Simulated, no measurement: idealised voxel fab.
The document below concerns the process module designated voxel ribs on slabs.
Cross-sectional view cut (width: 270 nm; square cell size: 5 nm).
The cross-sections in this document take the form of a grid made of square cells. They are written out as bands, in order from top to bottom. Each band consists of one or more rows of cells. The band entry comprises the height of the band's top followed by the height of its bottom, expressed in nm, and subsequently the band's materials from left to right, each stated together with its width in nm. Where a single material is marked with the word "all across", that material fills the band from edge to edge. The word "air" represents empty space. Height reference: 0 = level under which incoming wafer is all one material. Lowest band: no bottom, runs on downward, e.g. "0 down". The two numbers in a width such as "30..40" mark its ends across the band: the first belongs to the top row of cells, the second to the bottom row, and from each row to the next the width moves by the same amount. Key: "no change occurred" - step with no changed cell in the cross-section. You'll see "Closed void entries" listing empty spaces that have no way open to the top, as long as they're 8 cells or more; the notation is width x height at distance, where the distance is from the left edge, and all of it is in nm. Read whatever lies past the settings on a step's line as the simulator's own remark about the step. overlay nm: on a step with a mask, how far right of its planned place the mask lay; negative means left.
Process steps - plan
1,RECEIVE with material Si
2,DIRECTIONAL_DEP with material SiO2, thk nm 30
3,DIRECTIONAL_DEP with material polySi, thk nm 25
4,MASKED_ETCH with tone cover, mask id RIB, width nm 20, etch materials polySi, depth nm 5, overlay nm 0
5,MASKED_ETCH with tone cover, mask id SLAB, width nm 80, etch materials polySi, depth nm 20, overlay nm 0
6,FILL_DEP with material SiO2, thk nm 30
7,CMP with height nm 75
8,DIRECTIONAL_DEP with material W, thk nm 10
9,PATTERN with tone cover, mask id HEATER, material resist, width nm 30, thk nm 15, overlay nm 0
10,DIRECTIONAL_ETCH with etch materials W, depth nm 10
11,STRIP with etch materials resist
12,CONFORMAL_DEP with material SiO2, thk nm 10
Cross-section of the wafer as it came to us, i.e., already through step 1
0 down: Si all across
Closed void entries: none
Run as planned - first of the two wafers cross-sectioned at the end of the module
95 to 85: air=110 | SiO2=50 | air=110
85 to 75: SiO2=120 | W=30 | SiO2=120
75 to 55: SiO2 all across
55 to 50: SiO2=125 | polySi=20 | SiO2=125
50 to 30: SiO2=95 | polySi=80 | SiO2=95
30 to 0: SiO2 all across
0 down: Si all across
Closed void entries: none
The second wafer, shown in cross-section after the module: started the same way as the first and given the same plan, yet one mistake crept into how it was run
95 to 85: air=110 | SiO2=50 | air=110
85 to 75: SiO2=120 | W=30 | SiO2=120
75 to 45: SiO2 all across
45 to 40: SiO2=125 | polySi=20 | SiO2=125
40 to 30: SiO2=95 | polySi=80 | SiO2=95
30 to 0: SiO2 all across
0 down: Si all across
Closed void entries: none
Error vs. plan: step 3 went in with a setting other than planned; the actual run was DIRECTIONAL_DEP with material polySi, thk nm 15
The closing comparison, in cells, has the second wafer with more or fewer of some materials than the first: SiO2: 32 more, polySi: 32 fewer
